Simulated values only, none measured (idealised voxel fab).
This is a process module. Its name is voxel ribs on slabs.
FYI the section here is cut, 140 nm wide, cells are 5 nm squares.
Notation: cross-section as square-cell grid; stated in bands, top first, going down; one or more cell rows per band.
Band: top and bottom heights (nm) first, top before bottom; then materials from left to right, widths in nm. "all across" marks a sole material filling the band edge to edge. "blank" denotes empty space.
Beneath 0, the wafer as received is one material, and that level is where height counting begins. The lowest band goes on downward without a bottom; it is written like "0 nm and below".
A width such as "30->40" changes by the same amount from each row of cells to the next, from the band's top row to its bottom row.
Where a step carries "nothing different", the cross-section came out of it unchanged, cell for cell.
Empty spaces without an open route to the top, at least 8 cells in extent, make up the entry "Closed voids list"; each is given as width x height at distance, where the distance is measured from the left edge, and all are in nm.
On each step's line, the part that comes after the settings is the simulator's own comment on the step.
The line of a step may include "overlay nm". On a step with a mask, this value is how far to the right of its planned place the mask lay. A negative value means the mask lay to the left.
## Here's what the planned process steps look like
1) RECEIVE [material Si]
2) DIRECTIONAL_DEP [material SiO2] [thk nm 30]
3) DIRECTIONAL_DEP [material SiN] [thk nm 15]
4) DIRECTIONAL_DEP [material aC] [thk nm 10]
5) PATTERN [tone cover] [mask id RIB] [material resist] [width nm 30] [thk nm 30] [overlay nm 0]
6) DIRECTIONAL_ETCH [etch materials aC] [depth nm 10]
7) STRIP [etch materials resist]
8) DIRECTIONAL_ETCH [etch materials SiN] [depth nm 5]
9) STRIP [etch materials aC]
10) MASKED_ETCH [tone cover] [mask id SLAB] [width nm 90] [etch materials SiN] [depth nm 10] [overlay nm 0]
11) FILL_DEP [material SiO2] [thk nm 30]
12) CMP [height nm 65]
13) DIRECTIONAL_DEP [material W] [thk nm 10]
14) DIRECTIONAL_DEP [material aC] [thk nm 10]
15) PATTERN [tone cover] [mask id HEATER] [material resist] [width nm 40] [thk nm 30] [overlay nm 0]
16) DIRECTIONAL_ETCH [etch materials aC] [depth nm 10]
17) STRIP [etch materials resist]
18) DIRECTIONAL_ETCH [etch materials W] [depth nm 10]
19) STRIP [etch materials aC]
20) CONFORMAL_DEP [material SiN] [thk nm 10]
## Account of the first of two wafers, which was processed as intended
## Wafer cross-section on receipt, i.e. after step 1
  0 nm and below = Si all across
  Closed voids list: none
## After step 2, in cross-section
  30 nm to 0 nm = SiO2 all across
  Note: structure below 0 unchanged.
## After step 3, in cross-section
  45 nm to 30 nm = SiN all across
  Note: structure below 30 unchanged.
## After step 4, in cross-section
  55 nm to 45 nm = aC all across
  Note: structure below 45 unchanged.
## After step 5, in cross-section
  85 nm to 55 nm = blank 55 nm / resist 30 nm / blank 55 nm
  Note: structure below 55 unchanged.
## After step 6, in cross-section
  75 nm to 55 nm = blank 55 nm / resist 30 nm / blank 55 nm
  55 nm to 45 nm = blank 55 nm / aC 30 nm / blank 55 nm
  Note: structure below 45 unchanged.
## After step 7, in cross-section
  55 nm to 45 nm = blank 55 nm / aC 30 nm / blank 55 nm
  Note: structure below 45 unchanged.
## After step 8, in cross-section
  55 nm to 45 nm = blank 55 nm / aC 30 nm / blank 55 nm
  45 nm to 40 nm = blank 55 nm / SiN 30 nm / blank 55 nm
  Note: structure below 40 unchanged.
## After step 9, in cross-section
  45 nm to 40 nm = blank 55 nm / SiN 30 nm / blank 55 nm
  Note: structure below 40 unchanged.
## After step 10, in cross-section
  45 nm to 40 nm = blank 55 nm / SiN 30 nm / blank 55 nm
  40 nm to 30 nm = blank 25 nm / SiN 90 nm / blank 25 nm
  Note: structure below 30 unchanged.
## After step 11, in cross-section
  75 nm to 45 nm = SiO2 all across
  45 nm to 40 nm = SiO2 55 nm / SiN 30 nm / SiO2 55 nm
  40 nm to 30 nm = SiO2 25 nm / SiN 90 nm / SiO2 25 nm
  Note: structure below 30 unchanged.
## After step 12, in cross-section
  65 nm to 45 nm = SiO2 all across
  Note: structure below 45 unchanged.
## After step 13, in cross-section
  75 nm to 65 nm = W all across
  Note: structure below 65 unchanged.
## After step 14, in cross-section
  85 nm to 75 nm = aC all across
  Note: structure below 75 unchanged.
## After step 15, in cross-section
  115 nm to 85 nm = blank 50 nm / resist 40 nm / blank 50 nm
  Note: structure below 85 unchanged.
## After step 16, in cross-section
  105 nm to 85 nm = blank 50 nm / resist 40 nm / blank 50 nm
  85 nm to 75 nm = blank 50 nm / aC 40 nm / blank 50 nm
  Note: structure below 75 unchanged.
## After step 17, in cross-section
  85 nm to 75 nm = blank 50 nm / aC 40 nm / blank 50 nm
  Note: structure below 75 unchanged.
## After step 18, in cross-section
  85 nm to 75 nm = blank 50 nm / aC 40 nm / blank 50 nm
  75 nm to 65 nm = blank 50 nm / W 40 nm / blank 50 nm
  Note: structure below 65 unchanged.
## After step 19, in cross-section
  75 nm to 65 nm = blank 50 nm / W 40 nm / blank 50 nm
  Note: structure below 65 unchanged.
## After step 20, in cross-section
  85 nm to 75 nm = blank 40 nm / SiN 60 nm / blank 40 nm
  75 nm to 65 nm = SiN 50 nm / W 40 nm / SiN 50 nm
  Note: structure below 65 unchanged.
## The second wafer began exactly as the first did and followed the same plan, but one mistake was made while running it; through step 19 inclusive, the two wafers are identical
Cross-section: second wafer, time at which step 20 was scheduled to end: nothing different
Short version of what went wrong: step 20 of the plan was jumped over and never run
At the finish, the second wafer shows more or fewer cells for some materials than the first does: -64 SiN
